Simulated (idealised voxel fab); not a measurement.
The process module that follows is named voxel wiring stack.
Shown is cross-section cut, with a width of 165 nm and square cells of size 5 nm.
Cross-section spec: square-cell grid; bands listed top down; each band is one or more rows. First you get the band's top height and its bottom height, in nm, and then the materials it's made of, left to right, with each width in nm. If you see a single material with "full width", that one covers the band edge to edge. "blank" is empty space. Height datum 0, below which the as-received substrate wafer is one material. Lowest band open at the bottom, running downward: "top 0, no bottom". Per-row width for "30 to 40": begins at first number (top row of band), ends at second number (bottom row), increment between rows held constant. "left unchanged" means the step left every cell of the cross-section as it was. Reported under the label "Sealed internal voids" are the empty spaces having no open way to the top and comprising 8 cells or more; the notation for each is width x height at distance, in which the distance is measured from the left edge and all three values are in nm. after a step's settings: what the simulator itself notes on the step. "overlay nm" on a masked step: distance the mask lay right of its planned place, negative for left.
[List of planned process steps]
1,RECEIVE | material Si
2,CONFORMAL_DEP | material SiO2 | thk nm 10
3,DIRECTIONAL_DEP | material TiN | thk nm 5
4,DIRECTIONAL_DEP | material W | thk nm 25
5,PATTERN | tone cover | mask id METAL_1 | material resist | width nm 20 | pitch nm 40 | thk nm 15 | overlay nm 0
6,DIRECTIONAL_ETCH | etch materials W | depth nm 25
7,DIRECTIONAL_ETCH | etch materials TiN | depth nm 5
8,STRIP | etch materials resist
9,CONFORMAL_DEP | material SiCN | thk nm 5
10,FILL_DEP | material lowk | thk nm 10
11,CMP | height nm 40
12,CONFORMAL_DEP | material SiCN | thk nm 5
13,DIRECTIONAL_DEP | material SiO2 | thk nm 20
14,DIRECTIONAL_DEP | material aC | thk nm 10
15,PATTERN | tone open | mask id PLUG_1 | material resist | width nm 15 | pitch nm 40 | thk nm 25 | overlay nm 0
16,DIRECTIONAL_ETCH | etch materials aC | depth nm 10
17,STRIP | etch materials resist
18,DIRECTIONAL_ETCH | etch materials SiO2 | depth nm 20
19,DIRECTIONAL_ETCH | etch materials SiCN | depth nm 5
20,STRIP | etch materials aC
21,CONFORMAL_DEP | material TiN | thk nm 5
22,FILL_DEP | material Cu | thk nm 10
23,CMP | height nm 65
24,DIRECTIONAL_DEP | material TiN | thk nm 5
25,DIRECTIONAL_DEP | material Ru | thk nm 15
26,PATTERN | tone cover | mask id METAL_2 | material resist | width nm 20 | pitch nm 40 | thk nm 20 | overlay nm 0
27,DIRECTIONAL_ETCH | etch materials Ru | depth nm 15
28,DIRECTIONAL_ETCH | etch materials TiN | depth nm 5
29,STRIP | etch materials resist
30,FILL_DEP | material lowk | thk nm 10
31,CMP | height nm 85
32,CONFORMAL_DEP | material SiCN | thk nm 5
33,DIRECTIONAL_DEP | material lowk | thk nm 20
34,PATTERN | tone open | mask id PLUG_2 | material resist | width nm 15 | pitch nm 40 | thk nm 15 | overlay nm 0
35,DIRECTIONAL_ETCH | etch materials lowk | depth nm 20
36,DIRECTIONAL_ETCH | etch materials SiCN | depth nm 5
37,STRIP | etch materials resist
38,EPI | material Ru | thk nm 10
39,EPI | material Ru | thk nm 10
40,EPI | material Ru | thk nm 5
41,DIRECTIONAL_DEP | material TiN | thk nm 5
42,DIRECTIONAL_DEP | material Ru | thk nm 15
43,DIRECTIONAL_DEP | material aC | thk nm 10
44,PATTERN | tone cover | mask id METAL_3 | material resist | width nm 20 | pitch nm 40 | thk nm 25 | overlay nm 0
45,DIRECTIONAL_ETCH | etch materials aC | depth nm 10
46,STRIP | etch materials resist
47,DIRECTIONAL_ETCH | etch materials Ru | depth nm 15
48,DIRECTIONAL_ETCH | etch materials TiN | depth nm 5
49,STRIP | etch materials aC
50,CONFORMAL_DEP | material SiN | thk nm 5
51,FILL_DEP | material SiO2 | thk nm 10
52,CMP | height nm 130
53,CONFORMAL_DEP | material SiCN | thk nm 5
54,DIRECTIONAL_DEP | material lowk | thk nm 20
55,MASKED_ETCH | tone open | mask id PLUG_3 | width nm 15 | pitch nm 40 | etch materials lowk | depth nm 20 | overlay nm 0
56,MASKED_ETCH | tone open | mask id PLUG_3 | width nm 15 | pitch nm 40 | etch materials SiCN | depth nm 5 | overlay nm 0
57,EPI | material Ru | thk nm 10
58,EPI | material Ru | thk nm 10
59,EPI | material Ru | thk nm 5
60,DIRECTIONAL_DEP | material TiN | thk nm 5
61,DIRECTIONAL_DEP | material W | thk nm 15
62,MASKED_ETCH | tone cover | mask id METAL_4 | width nm 20 | pitch nm 40 | etch materials W | depth nm 15 | overlay nm 0
63,MASKED_ETCH | tone cover | mask id METAL_4 | width nm 20 | pitch nm 40 | etch materials TiN | depth nm 5 | overlay nm 0
64,FILL_DEP | material SiO2 | thk nm 10
65,CMP | height nm 175
66,CONFORMAL_DEP | material SiCN | thk nm 5
[Received-state cross-section, reflecting completion of step 1]
	top 0, no bottom = Si full width
	Sealed internal voids: none
[One mistake in running the module, otherwise start and plan as above: cross-section at the end]
	top 180, bottom 175 = SiCN full width
	top 175, bottom 160 = 30 nm SiO2, then 20 nm W, then 20 nm SiO2, then 20 nm W, then 20 nm SiO2, then 20 nm W, then 35 nm SiO2
	top 160, bottom 155 = 30 nm SiO2, then 20 nm TiN, then 20 nm SiO2, then 20 nm TiN, then 20 nm SiO2, then 20 nm TiN, then 35 nm SiO2
	top 155, bottom 135 = 30 nm lowk, then 15 nm Ru, then 25 nm lowk, then 15 nm Ru, then 25 nm lowk, then 15 nm Ru, then 40 nm lowk
	top 135, bottom 130 = 30 nm SiCN, then 15 nm Ru, then 25 nm SiCN, then 15 nm Ru, then 25 nm SiCN, then 15 nm Ru, then 40 nm SiCN
	top 130, bottom 115 = 25 nm SiO2, then 5 nm SiN, then 20 nm Ru, then 5 nm SiN, then 10 nm SiO2, then 5 nm SiN, then 20 nm Ru, then 5 nm SiN, then 10 nm SiO2, then 5 nm SiN, then 20 nm Ru, then 5 nm SiN, then 30 nm SiO2
	top 115, bottom 110 = 30 nm SiN, then 20 nm TiN, then 20 nm SiN, then 20 nm TiN, then 20 nm SiN, then 20 nm TiN, then 35 nm SiN
	top 110, bottom 90 = 30 nm lowk, then 15 nm Ru, then 25 nm lowk, then 15 nm Ru, then 25 nm lowk, then 15 nm Ru, then 40 nm lowk
	top 90, bottom 85 = 30 nm SiCN, then 15 nm Ru, then 25 nm SiCN, then 15 nm Ru, then 25 nm SiCN, then 15 nm Ru, then 40 nm SiCN
	top 85, bottom 70 = 30 nm lowk, then 20 nm Ru, then 20 nm lowk, then 20 nm Ru, then 20 nm lowk, then 20 nm Ru, then 35 nm lowk
	top 70, bottom 65 = 30 nm lowk, then 20 nm TiN, then 20 nm lowk, then 20 nm TiN, then 20 nm lowk, then 20 nm TiN, then 35 nm lowk
	top 65, bottom 45 = 30 nm SiO2, then 5 nm TiN, then 5 nm Cu, then 5 nm TiN, then 25 nm SiO2, then 5 nm TiN, then 5 nm Cu, then 5 nm TiN, then 25 nm SiO2, then 5 nm TiN, then 5 nm Cu, then 5 nm TiN, then 40 nm SiO2
	top 45, bottom 40 = 30 nm SiCN, then 15 nm TiN, then 25 nm SiCN, then 15 nm TiN, then 25 nm SiCN, then 15 nm TiN, then 40 nm SiCN
	top 40, bottom 35 = lowk full width
	top 35, bottom 30 = 25 nm lowk, then 30 nm SiCN, then 10 nm lowk, then 30 nm SiCN, then 10 nm lowk, then 30 nm SiCN, then 30 nm lowk
	top 30, bottom 5 = 25 nm lowk, then 5 nm SiCN, then 20 nm W, then 5 nm SiCN, then 10 nm lowk, then 5 nm SiCN, then 20 nm W, then 5 nm SiCN, then 10 nm lowk, then 5 nm SiCN, then 20 nm W, then 5 nm SiCN, then 30 nm lowk
	top 5, bottom 0 = 30 nm SiCN, then 20 nm TiN, then 20 nm SiCN, then 20 nm TiN, then 20 nm SiCN, then 20 nm TiN, then 35 nm SiCN
	top 0, no bottom = Si full width
	Sealed internal voids: none
Against the plan, the run slipped here: plan step 2 never ran because it was skipped
